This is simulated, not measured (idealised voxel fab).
A process module follows: voxel wiring stack.
Each square cell in cross-section cut measures 5 nm, and the section as a whole is 140 nm wide.
Think of the cross-section as a grid of square cells. We describe it in bands, top to bottom, and each band covers one or more rows of those cells. Band: top and bottom heights (nm) first, top before bottom; then materials from left to right, widths in nm. "full width" marks a sole material filling the band edge to edge. "empty" denotes empty space. Heights are expressed relative to 0, this being the level below which the as-received wafer comprises one material exclusively. The lowest band is unbounded in the downward direction and is denoted as in "top 0, no bottom". Top row gets the first number, bottom row gets the second, and each row in between changes by the same step: that is how a band width like "30 to 40" works. Take "no alterations made" at face value: in the step it is given for, the cross-section changed in none of its cells. Closed-off voids of 8+ cells (no open route to the top) go in "Enclosed internal cavities", written width x height at distance from the left edge, in nm. Whatever follows a step's settings on its line is a remark the simulator itself makes about that step. Each step line may optionally specify "overlay nm", which for a step with a mask gives the rightward distance between the mask's planned place and where it lay, a negative value indicating the leftward direction.

[The process steps that were planned are listed below]
step 1: RECEIVE | material Si
step 2: CONFORMAL_DEP | material SiO2 | thk nm 10
step 3: CONFORMAL_DEP | material SiN | thk nm 5
step 4: DIRECTIONAL_DEP | material lowk | thk nm 15
step 5: PATTERN | tone open | mask id METAL_1 | material resist | width nm 30 | pitch nm 50 | thk nm 20 | overlay nm 0
step 6: DIRECTIONAL_ETCH | etch materials lowk | depth nm 15
step 7: DIRECTIONAL_ETCH | etch materials SiN | depth nm 5
step 8: STRIP | etch materials resist
step 9: CONFORMAL_DEP | material TiN | thk nm 5
step 10: FILL_DEP | material Cu | thk nm 5
step 11: CMP | height nm 30
step 12: CONFORMAL_DEP | material SiCN | thk nm 5
step 13: DIRECTIONAL_DEP | material SiO2 | thk nm 30
step 14: MASKED_ETCH | tone open | mask id METAL_2_HOLES | width nm 15 | pitch nm 50 | etch materials SiO2 | depth nm 30 | overlay nm 0
step 15: DIRECTIONAL_DEP | material aC | thk nm 15
step 16: PATTERN | tone open | mask id METAL_2 | material resist | width nm 30 | pitch nm 50 | thk nm 30 | overlay nm 0
step 17: DIRECTIONAL_ETCH | etch materials aC | depth nm 15
step 18: STRIP | etch materials resist
step 19: DIRECTIONAL_ETCH | etch materials SiO2 | depth nm 15
step 20: DIRECTIONAL_ETCH | etch materials SiCN | depth nm 5
step 21: STRIP | etch materials aC
step 22: CONFORMAL_DEP | material TiN | thk nm 5
step 23: FILL_DEP | material Cu | thk nm 5
step 24: CMP | height nm 65
step 25: CONFORMAL_DEP | material SiCN | thk nm 5
step 26: DIRECTIONAL_DEP | material lowk | thk nm 10
step 27: PATTERN | tone open | mask id PLUG_2 | material resist | width nm 15 | pitch nm 50 | thk nm 15 | overlay nm 0
step 28: DIRECTIONAL_ETCH | etch materials lowk | depth nm 10
step 29: DIRECTIONAL_ETCH | etch materials SiCN | depth nm 5
step 30: STRIP | etch materials resist
step 31: EPI | material Ru | thk nm 10
step 32: EPI | material Ru | thk nm 5
step 33: CONFORMAL_DEP | material SiCN | thk nm 5
step 34: DIRECTIONAL_DEP | material lowk | thk nm 15
step 35: PATTERN | tone open | mask id METAL_3 | material resist | width nm 30 | pitch nm 50 | thk nm 20 | overlay nm 0
step 36: DIRECTIONAL_ETCH | etch materials lowk | depth nm 15
step 37: DIRECTIONAL_ETCH | etch materials SiCN | depth nm 5
step 38: STRIP | etch materials resist
step 39: CONFORMAL_DEP | material TiN | thk nm 5
step 40: FILL_DEP | material Ru | thk nm 5
step 41: CMP | height nm 100
step 42: EPI | material Ru | thk nm 5
step 43: FILL_DEP | material SiCN | thk nm 5
step 44: DIRECTIONAL_DEP | material lowk | thk nm 30
step 45: PATTERN | tone open | mask id METAL_4_HOLES | material resist | width nm 15 | thk nm 20 | overlay nm 0
step 46: DIRECTIONAL_ETCH | etch materials lowk | depth nm 30
step 47: STRIP | etch materials resist
step 48: PATTERN | tone open | mask id METAL_4 | material resist | width nm 30 | pitch nm 50 | thk nm 15 | overlay nm -15
step 49: DIRECTIONAL_ETCH | etch materials lowk | depth nm 15
step 50: DIRECTIONAL_ETCH | etch materials SiCN | depth nm 5
step 51: STRIP | etch materials resist
step 52: CONFORMAL_DEP | material TiN | thk nm 5
step 53: FILL_DEP | material Cu | thk nm 10
step 54: CMP | height nm 140
step 55: CONFORMAL_DEP | material SiN | thk nm 5
For clarity, it should be stated that the wafers under discussion commence in an identical condition and differ with respect to the overlay nm of step 48, the plan indicating the value that the first wafer had.

[The first of several wafers in cross-section, exactly as it reached us after step 1]
* top 0, no bottom: Si full width
* Enclosed internal cavities: none

[The following table contains a row per wafer, in which are reported, at the conclusion of the module, the cells of each material gained (+) or lost (-) since the wafer's receipt, with its closed voids given thereafter]
overlay nm -15, +68 Cu, +58 Ru, +97 SiCN, +44 SiN, +170 SiO2, +112 TiN, +263 lowk, Enclosed internal cavities: none
overlay nm -10, +68 Cu, +58 Ru, +97 SiCN, +44 SiN, +170 SiO2, +112 TiN, +263 lowk, Enclosed internal cavities: none
overlay nm -5, +68 Cu, +58 Ru, +97 SiCN, +44 SiN, +170 SiO2, +112 TiN, +263 lowk, Enclosed internal cavities: none
overlay nm 0, +68 Cu, +58 Ru, +97 SiCN, +44 SiN, +170 SiO2, +112 TiN, +263 lowk, Enclosed internal cavities: none
overlay nm 5, +69 Cu, +58 Ru, +98 SiCN, +44 SiN, +170 SiO2, +113 TiN, +260 lowk, Enclosed internal cavities: none
overlay nm 10, +71 Cu, +58 Ru, +99 SiCN, +44 SiN, +170 SiO2, +113 TiN, +257 lowk, Enclosed internal cavities: none
overlay nm 15, +73 Cu, +58 Ru, +100 SiCN, +44 SiN, +170 SiO2, +113 TiN, +254 lowk, Enclosed internal cavities: none
